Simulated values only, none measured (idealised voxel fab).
The name of this process module is voxel capacitor over wiring.
Cross-section cut spans 260 nm and uses square cells 5 nm in size.
A cross-section in this document is a grid of square cells, and it is written down as bands, the top band listed before the ones below it; a band is made up of one or more rows of cells. Heights first: top, then bottom, in nm. Then materials, left to right, each with a width in nm. "full width" on a single material: fills the band edge to edge. "blank": empty space. Zero point of the height axis is 0; under it, received wafer = one material. Lowest band: continues down indefinitely, "0 and below". The expression "30..40" gives the width at the extremes of the band, the first number at its top row of cells and the second at its bottom row, with the width changing by equal amounts from each row to the next in between. Key: "no change occurred" - step with no changed cell in the cross-section. "Encapsulated voids" means: voids of 8 cells or more that are shut off from the top with no open way through. Written width x height at distance, distance from the left edge, in nm. Whatever follows a step's settings on its line is a remark the simulator itself makes about that step. Steps that use a mask can have "overlay nm" on their line. It says how far the mask sat to the right of where it was meant to be. Negative means to the left.
plan
1: RECEIVE,material Si
2: CONFORMAL_DEP,material SiO2,thk nm 10
3: DIRECTIONAL_DEP,material TiN,thk nm 5
4: DIRECTIONAL_DEP,material W,thk nm 15
5: MASKED_ETCH,tone cover,mask id METAL_1,width nm 30,pitch nm 100,etch materials W,depth nm 15,overlay nm 0
6: MASKED_ETCH,tone cover,mask id METAL_1,width nm 30,pitch nm 100,etch materials TiN,depth nm 5,overlay nm 0
7: CONFORMAL_DEP,material SiN,thk nm 5
8: FILL_DEP,material lowk,thk nm 10
9: CMP,height nm 30
10: CONFORMAL_DEP,material SiCN,thk nm 5
11: DIRECTIONAL_DEP,material lowk,thk nm 15
12: MASKED_ETCH,tone open,mask id PLUG_1,width nm 15,etch materials lowk,depth nm 15,overlay nm 0
13: MASKED_ETCH,tone open,mask id PLUG_1,width nm 15,etch materials SiCN,depth nm 5,overlay nm 0
14: EPI,material Ru,thk nm 10
15: EPI,material Ru,thk nm 10
16: DIRECTIONAL_DEP,material TiN,thk nm 5
17: DIRECTIONAL_DEP,material HfO2,thk nm 5
18: DIRECTIONAL_DEP,material TiN,thk nm 10
19: DIRECTIONAL_DEP,material aC,thk nm 15
20: PATTERN,tone cover,mask id UPPER_PLATE,material resist,width nm 75,thk nm 35,overlay nm 0
21: DIRECTIONAL_ETCH,etch materials aC,depth nm 15
22: STRIP,etch materials resist
23: DIRECTIONAL_ETCH,etch materials TiN,depth nm 10
24: DIRECTIONAL_ETCH,etch materials HfO2,depth nm 5
25: STRIP,etch materials aC
26: DIRECTIONAL_DEP,material aC,thk nm 15
27: PATTERN,tone cover,mask id LOWER_PLATE,material resist,width nm 85,thk nm 30,overlay nm 0
28: DIRECTIONAL_ETCH,etch materials aC,depth nm 15
29: STRIP,etch materials resist
30: DIRECTIONAL_ETCH,etch materials TiN,depth nm 5
31: STRIP,etch materials aC
32: FILL_DEP,material SiO2,thk nm 15
33: CMP,height nm 80
34: DIRECTIONAL_DEP,material aC,thk nm 10
35: PATTERN,tone open,mask id PLUG_2,material resist,width nm 15,thk nm 25,overlay nm 0
36: DIRECTIONAL_ETCH,etch materials aC,depth nm 10
37: STRIP,etch materials resist
38: DIRECTIONAL_ETCH,etch materials SiO2,depth nm 10
39: STRIP,etch materials aC
40: CONFORMAL_DEP,material TiN,thk nm 5
41: FILL_DEP,material Cu,thk nm 5
42: CMP,height nm 80
43: CONFORMAL_DEP,material SiN,thk nm 5
The first of a set of two wafers, run to plan
Step 1 complete: cross-section of the wafer as received
* 0 and below  Si full width
* Encapsulated voids: none
Once step 2 is through, the wafer looks like this in cross-section
* 10 down to 0  SiO2 full width
* Under 0: no change, same as before.
Once step 3 is through, the wafer looks like this in cross-section
* 15 down to 10  TiN full width
* Under 10: no change, same as before.
Once step 4 is through, the wafer looks like this in cross-section
* 30 down to 15  W full width
* Under 15: no change, same as before.
Once step 5 is through, the wafer looks like this in cross-section
* 30 down to 15  blank=65, then W=30, then blank=70, then W=30, then blank=65
* Under 15: no change, same as before.
Once step 6 is through, the wafer looks like this in cross-section
* 30 down to 15  blank=65, then W=30, then blank=70, then W=30, then blank=65
* 15 down to 10  blank=65, then TiN=30, then blank=70, then TiN=30, then blank=65
* Under 10: no change, same as before.
Once step 7 is through, the wafer looks like this in cross-section
* 35 down to 30  blank=60, then SiN=40, then blank=60, then SiN=40, then blank=60
* 30 down to 15  blank=60, then SiN=5, then W=30, then SiN=5, then blank=60, then SiN=5, then W=30, then SiN=5, then blank=60
* 15 down to 10  SiN=65, then TiN=30, then SiN=70, then TiN=30, then SiN=65
* Under 10: no change, same as before.
Once step 8 is through, the wafer looks like this in cross-section
* 45 down to 35  lowk full width
* 35 down to 30  lowk=60, then SiN=40, then lowk=60, then SiN=40, then lowk=60
* 30 down to 15  lowk=60, then SiN=5, then W=30, then SiN=5, then lowk=60, then SiN=5, then W=30, then SiN=5, then lowk=60
* Under 15: no change, same as before.
Once step 9 is through, the wafer looks like this in cross-section
* 30 down to 15  lowk=60, then SiN=5, then W=30, then SiN=5, then lowk=60, then SiN=5, then W=30, then SiN=5, then lowk=60
* Under 15: no change, same as before.
Once step 10 is through, the wafer looks like this in cross-section
* 35 down to 30  SiCN full width
* Under 30: no change, same as before.
Once step 11 is through, the wafer looks like this in cross-section
* 50 down to 35  lowk full width
* Under 35: no change, same as before.
Once step 12 is through, the wafer looks like this in cross-section
* 50 down to 35  lowk=80, then blank=15, then lowk=165
* Under 35: no change, same as before.
Once step 13 is through, the wafer looks like this in cross-section
* 50 down to 35  lowk=80, then blank=15, then lowk=165
* 35 down to 30  SiCN=80, then blank=15, then SiCN=165
* Under 30: no change, same as before.
Once step 14 is through, the wafer looks like this in cross-section
* 50 down to 40  lowk=80, then blank=15, then lowk=165
* 40 down to 35  lowk=80, then Ru=15, then lowk=165
* 35 down to 30  SiCN=80, then Ru=15, then SiCN=165
* Under 30: no change, same as before.
Once step 15 is through, the wafer looks like this in cross-section
* 50 down to 35  lowk=80, then Ru=15, then lowk=165
* Under 35: no change, same as before.
Once step 16 is through, the wafer looks like this in cross-section
* 55 down to 50  TiN full width
* Under 50: no change, same as before.
Once step 17 is through, the wafer looks like this in cross-section
* 60 down to 55  HfO2 full width
* Under 55: no change, same as before.
Once step 18 is through, the wafer looks like this in cross-section
* 70 down to 60  TiN full width
* Under 60: no change, same as before.
Once step 19 is through, the wafer looks like this in cross-section
* 85 down to 70  aC full width
* Under 70: no change, same as before.
Once step 20 is through, the wafer looks like this in cross-section
* 120 down to 85  blank=80, then resist=75, then blank=105
* Under 85: no change, same as before.
Once step 21 is through, the wafer looks like this in cross-section
* 105 down to 85  blank=80, then resist=75, then blank=105
* 85 down to 70  blank=80, then aC=75, then blank=105
* Under 70: no change, same as before.
Once step 22 is through, the wafer looks like this in cross-section
* 85 down to 70  blank=80, then aC=75, then blank=105
* Under 70: no change, same as before.
Once step 23 is through, the wafer looks like this in cross-section
* 85 down to 70  blank=80, then aC=75, then blank=105
* 70 down to 60  blank=80, then TiN=75, then blank=105
* Under 60: no change, same as before.
Once step 24 is through, the wafer looks like this in cross-section
* 85 down to 70  blank=80, then aC=75, then blank=105
* 70 down to 60  blank=80, then TiN=75, then blank=105
* 60 down to 55  blank=80, then HfO2=75, then blank=105
* Under 55: no change, same as before.
Once step 25 is through, the wafer looks like this in cross-section
* 70 down to 60  blank=80, then TiN=75, then blank=105
* Under 60: no change, same as before.
Once step 26 is through, the wafer looks like this in cross-section
* 85 down to 70  blank=80, then aC=75, then blank=105
* 70 down to 60  aC=80, then TiN=75, then aC=105
* 60 down to 55  aC=80, then HfO2=75, then aC=105
* Under 55: no change, same as before.
Once step 27 is through, the wafer looks like this in cross-section
* 115 down to 85  blank=75, then resist=85, then blank=100
* 85 down to 70  blank=75, then resist=5, then aC=75, then resist=5, then blank=100
* Under 70: no change, same as before.
Once step 28 is through, the wafer looks like this in cross-section
* 100 down to 85  blank=75, then resist=85, then blank=100
* 85 down to 70  blank=75, then resist=5, then aC=75, then resist=5, then blank=100
* 70 down to 60  blank=75, then aC=5, then TiN=75, then aC=5, then blank=100
* 60 down to 55  blank=75, then aC=5, then HfO2=75, then aC=5, then blank=100
* Under 55: no change, same as before.
Once step 29 is through, the wafer looks like this in cross-section
* 85 down to 70  blank=80, then aC=75, then blank=105
* Under 70: no change, same as before.
Once step 30 is through, the wafer looks like this in cross-section
* 85 down to 70  blank=80, then aC=75, then blank=105
* 70 down to 60  blank=75, then aC=5, then TiN=75, then aC=5, then blank=100
* 60 down to 55  blank=75, then aC=5, then HfO2=75, then aC=5, then blank=100
* 55 down to 50  blank=75, then TiN=85, then blank=100
* Under 50: no change, same as before.
Once step 31 is through, the wafer looks like this in cross-section
* 70 down to 60  blank=80, then TiN=75, then blank=105
* 60 down to 55  blank=80, then HfO2=75, then blank=105
* Under 55: no change, same as before.
Once step 32 is through, the wafer looks like this in cross-section
* 85 down to 70  SiO2 full width
* 70 down to 60  SiO2=80, then TiN=75, then SiO2=105
* 60 down to 55  SiO2=80, then HfO2=75, then SiO2=105
* 55 down to 50  SiO2=75, then TiN=85, then SiO2=100
* Under 50: no change, same as before.
Once step 33 is through, the wafer looks like this in cross-section
* 80 down to 70  SiO2 full width
* Under 70: no change, same as before.
Once step 34 is through, the wafer looks like this in cross-section
* 90 down to 80  aC full width
* Under 80: no change, same as before.
Once step 35 is through, the wafer looks like this in cross-section
* 115 down to 90  resist=90, then blank=15, then resist=155
* Under 90: no change, same as before.
Once step 36 is through, the wafer looks like this in cross-section
* 105 down to 90  resist=90, then blank=15, then resist=155
* 90 down to 80  aC=90, then blank=15, then aC=155
* Under 80: no change, same as before.
Once step 37 is through, the wafer looks like this in cross-section
* 90 down to 80  aC=90, then blank=15, then aC=155
* Under 80: no change, same as before.
Once step 38 is through, the wafer looks like this in cross-section
* 90 down to 80  aC=90, then blank=15, then aC=155
* 80 down to 70  SiO2=90, then blank=15, then SiO2=155
* Under 70: no change, same as before.
Once step 39 is through, the wafer looks like this in cross-section
* 80 down to 70  SiO2=90, then blank=15, then SiO2=155
* Under 70: no change, same as before.
Once step 40 is through, the wafer looks like this in cross-section
* 85 down to 80  TiN=95, then blank=5, then TiN=160
* 80 down to 75  SiO2=90, then TiN=5, then blank=5, then TiN=5, then SiO2=155
* 75 down to 70  SiO2=90, then TiN=15, then SiO2=155
* Under 70: no change, same as before.
Once step 41 is through, the wafer looks like this in cross-section
* 90 down to 85  Cu full width
* 85 down to 80  TiN=95, then Cu=5, then TiN=160
* 80 down to 75  SiO2=90, then TiN=5, then Cu=5, then TiN=5, then SiO2=155
* Under 75: no change, same as before.
Once step 42 is through, the wafer looks like this in cross-section
* 80 down to 75  SiO2=90, then TiN=5, then Cu=5, then TiN=5, then SiO2=155
* Under 75: no change, same as before.
Once step 43 is through, the wafer looks like this in cross-section
* 85 down to 80  SiN full width
* Under 80: no change, same as before.
Notes, second wafer: start = first wafer's, plan = first wafer's, execution had one mistake; history identical to first through step 2
Second wafer shown in cross-section at the time step 3 was slated to end
* 25 down to 10  W full width
* Under 10: no change, same as before.
Second wafer shown in cross-section at the time step 4 was slated to end
* 30 down to 25  TiN full width
* Under 25: no change, same as before.
Second wafer shown in cross-section at the time step 5 was slated to end: no change occurred
Second wafer shown in cross-section at the time step 6 was slated to end
* 30 down to 25  blank=65, then TiN=30, then blank=70, then TiN=30, then blank=65
* Under 25: no change, same as before.
Second wafer shown in cross-section at the time step 7 was slated to end
* 35 down to 30  blank=60, then SiN=40, then blank=60, then SiN=40, then blank=60
* 30 down to 25  SiN=65, then TiN=30, then SiN=70, then TiN=30, then SiN=65
* Under 25: no change, same as before.
Second wafer shown in cross-section at the time step 8 was slated to end
* 45 down to 35  lowk full width
* 35 down to 30  lowk=60, then SiN=40, then lowk=60, then SiN=40, then lowk=60
* Under 30: no change, same as before.
Second wafer shown in cross-section at the time step 9 was slated to end
* 30 down to 25  SiN=65, then TiN=30, then SiN=70, then TiN=30, then SiN=65
* Under 25: no change, same as before.
Second wafer shown in cross-section at the time step 10 was slated to end
* 35 down to 30  SiCN full width
* Under 30: no change, same as before.
Second wafer shown in cross-section at the time step 11 was slated to end
* 50 down to 35  lowk full width
* Under 35: no change, same as before.
Second wafer shown in cross-section at the time step 12 was slated to end
* 50 down to 35  lowk=80, then blank=15, then lowk=165
* Under 35: no change, same as before.
Second wafer shown in cross-section at the time step 13 was slated to end
* 50 down to 35  lowk=80, then blank=15, then lowk=165
* 35 down to 30  SiCN=80, then blank=15, then SiCN=165
* Under 30: no change, same as before.
Second wafer shown in cross-section at the time step 14 was slated to end
* 50 down to 40  lowk=80, then blank=15, then lowk=165
* 40 down to 35  lowk=80, then Ru=15, then lowk=165
* 35 down to 30  SiCN=80, then Ru=15, then SiCN=165
* Under 30: no change, same as before.
Second wafer shown in cross-section at the time step 15 was slated to end
* 50 down to 35  lowk=80, then Ru=15, then lowk=165
* Under 35: no change, same as before.
Second wafer shown in cross-section at the time step 16 was slated to end
* 55 down to 50  TiN full width
* Under 50: no change, same as before.
Second wafer shown in cross-section at the time step 17 was slated to end
* 60 down to 55  HfO2 full width
* Under 55: no change, same as before.
Second wafer shown in cross-section at the time step 18 was slated to end
* 70 down to 60  TiN full width
* Under 60: no change, same as before.
Second wafer shown in cross-section at the time step 19 was slated to end
* 85 down to 70  aC full width
* Under 70: no change, same as before.
Second wafer shown in cross-section at the time step 20 was slated to end
* 120 down to 85  blank=80, then resist=75, then blank=105
* Under 85: no change, same as before.
Second wafer shown in cross-section at the time step 21 was slated to end
* 105 down to 85  blank=80, then resist=75, then blank=105
* 85 down to 70  blank=80, then aC=75, then blank=105
* Under 70: no change, same as before.
Second wafer shown in cross-section at the time step 22 was slated to end
* 85 down to 70  blank=80, then aC=75, then blank=105
* Under 70: no change, same as before.
Second wafer shown in cross-section at the time step 23 was slated to end
* 85 down to 70  blank=80, then aC=75, then blank=105
* 70 down to 60  blank=80, then TiN=75, then blank=105
* Under 60: no change, same as before.
Second wafer shown in cross-section at the time step 24 was slated to end
* 85 down to 70  blank=80, then aC=75, then blank=105
* 70 down to 60  blank=80, then TiN=75, then blank=105
* 60 down to 55  blank=80, then HfO2=75, then blank=105
* Under 55: no change, same as before.
Second wafer shown in cross-section at the time step 25 was slated to end
* 70 down to 60  blank=80, then TiN=75, then blank=105
* Under 60: no change, same as before.
Second wafer shown in cross-section at the time step 26 was slated to end
* 85 down to 70  blank=80, then aC=75, then blank=105
* 70 down to 60  aC=80, then TiN=75, then aC=105
* 60 down to 55  aC=80, then HfO2=75, then aC=105
* Under 55: no change, same as before.
Second wafer shown in cross-section at the time step 27 was slated to end
* 115 down to 85  blank=75, then resist=85, then blank=100
* 85 down to 70  blank=75, then resist=5, then aC=75, then resist=5, then blank=100
* Under 70: no change, same as before.
Second wafer shown in cross-section at the time step 28 was slated to end
* 100 down to 85  blank=75, then resist=85, then blank=100
* 85 down to 70  blank=75, then resist=5, then aC=75, then resist=5, then blank=100
* 70 down to 60  blank=75, then aC=5, then TiN=75, then aC=5, then blank=100
* 60 down to 55  blank=75, then aC=5, then HfO2=75, then aC=5, then blank=100
* Under 55: no change, same as before.
Second wafer shown in cross-section at the time step 29 was slated to end
* 85 down to 70  blank=80, then aC=75, then blank=105
* Under 70: no change, same as before.
Second wafer shown in cross-section at the time step 30 was slated to end
* 85 down to 70  blank=80, then aC=75, then blank=105
* 70 down to 60  blank=75, then aC=5, then TiN=75, then aC=5, then blank=100
* 60 down to 55  blank=75, then aC=5, then HfO2=75, then aC=5, then blank=100
* 55 down to 50  blank=75, then TiN=85, then blank=100
* Under 50: no change, same as before.
Second wafer shown in cross-section at the time step 31 was slated to end
* 70 down to 60  blank=80, then TiN=75, then blank=105
* 60 down to 55  blank=80, then HfO2=75, then blank=105
* Under 55: no change, same as before.
Second wafer shown in cross-section at the time step 32 was slated to end
* 85 down to 70  SiO2 full width
* 70 down to 60  SiO2=80, then TiN=75, then SiO2=105
* 60 down to 55  SiO2=80, then HfO2=75, then SiO2=105
* 55 down to 50  SiO2=75, then TiN=85, then SiO2=100
* Under 50: no change, same as before.
Second wafer shown in cross-section at the time step 33 was slated to end
* 80 down to 70  SiO2 full width
* Under 70: no change, same as before.
Second wafer shown in cross-section at the time step 34 was slated to end
* 90 down to 80  aC full width
* Under 80: no change, same as before.
Second wafer shown in cross-section at the time step 35 was slated to end
* 115 down to 90  resist=90, then blank=15, then resist=155
* Under 90: no change, same as before.
Second wafer shown in cross-section at the time step 36 was slated to end
* 105 down to 90  resist=90, then blank=15, then resist=155
* 90 down to 80  aC=90, then blank=15, then aC=155
* Under 80: no change, same as before.
Second wafer shown in cross-section at the time step 37 was slated to end
* 90 down to 80  aC=90, then blank=15, then aC=155
* Under 80: no change, same as before.
Second wafer shown in cross-section at the time step 38 was slated to end
* 90 down to 80  aC=90, then blank=15, then aC=155
* 80 down to 70  SiO2=90, then blank=15, then SiO2=155
* Under 70: no change, same as before.
Second wafer shown in cross-section at the time step 39 was slated to end
* 80 down to 70  SiO2=90, then blank=15, then SiO2=155
* Under 70: no change, same as before.
Second wafer shown in cross-section at the time step 40 was slated to end
* 85 down to 80  TiN=95, then blank=5, then TiN=160
* 80 down to 75  SiO2=90, then TiN=5, then blank=5, then TiN=5, then SiO2=155
* 75 down to 70  SiO2=90, then TiN=15, then SiO2=155
* Under 70: no change, same as before.
Second wafer shown in cross-section at the time step 41 was slated to end
* 90 down to 85  Cu full width
* 85 down to 80  TiN=95, then Cu=5, then TiN=160
* 80 down to 75  SiO2=90, then TiN=5, then Cu=5, then TiN=5, then SiO2=155
* Under 75: no change, same as before.
Second wafer shown in cross-section at the time step 42 was slated to end
* 80 down to 75  SiO2=90, then TiN=5, then Cu=5, then TiN=5, then SiO2=155
* Under 75: no change, same as before.
Second wafer shown in cross-section at the time step 43 was slated to end
* 85 down to 80  SiN full width
* Under 80: no change, same as before.
Misprocessing identified: step 3 ran in the slot meant for step 4, and vice versa
Upon completion, the second wafer contains, in terms of cells, a greater or smaller amount of certain materials than the first wafer: -12 SiN; +120 W; -108 lowk
